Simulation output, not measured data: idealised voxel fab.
process module | voxel spacer lines
cross-section cut | 170 nm wide | cells 5 nm
A cross-section is a grid of square cells, given in bands from the top down. A band is one or more rows of cells.
Each band's line starts with the height of the band's top and of its bottom, in nm. Then come its materials from left to right, each with its width in nm. One material with "throughout" fills the band from edge to edge. "air" is empty space.
Height 0 is the level under which the wafer as received is all one material. The lowest band goes on downwards, as in "0 down".
A width such as "30 to 40" changes by the same amount from each row of cells to the next, from the band's top row to its bottom row.
"no change" after a step means that no cell of the cross-section changed.
closed voids: empty space of 8 cells or more with no open way to the top, each as width x height at its distance from the left edge, in nm
after a step's settings: what the simulator itself notes on the step
overlay nm, on a step with a mask: how far to the right of its planned place the mask lay; to the left if negative
plan
1 op RECEIVE | material Si
2 op CONFORMAL_DEP | material Al2O3 | thk nm 10
3 op DIRECTIONAL_DEP | material TiN | thk nm 10
4 op DIRECTIONAL_DEP | material polySi | thk nm 25
5 op PATTERN | tone cover | mask id MANDREL | material resist | width nm 15 | pitch nm 60 | thk nm 35 | overlay nm 0
6 op DIRECTIONAL_ETCH | etch materials polySi | depth nm 25
7 op STRIP | etch materials resist
8 op CONFORMAL_DEP | material SiO2 | thk nm 15
9 op DIRECTIONAL_ETCH | etch materials SiO2 | depth nm 15
10 op STRIP | etch materials polySi
11 op DIRECTIONAL_ETCH | etch materials TiN | depth nm 10
12 op STRIP | etch materials SiO2
13 op FILL_DEP | material lowk | thk nm 5
14 op CMP | height nm 20
as received, after step 1
  0 down: Si throughout
  closed voids: none
a wafer at the end: this start, this plan, one mistake
  20 to 10: Al2O3 30 | TiN 15 | Al2O3 15 | TiN 15 | Al2O3 15 | TiN 15 | Al2O3 15 | TiN 15 | Al2O3 35
  10 to 0: Al2O3 throughout
  0 down: Si throughout
  closed voids: none
what went wrong: step 13 ran as: op FILL_DEP | material Al2O3 | thk nm 5
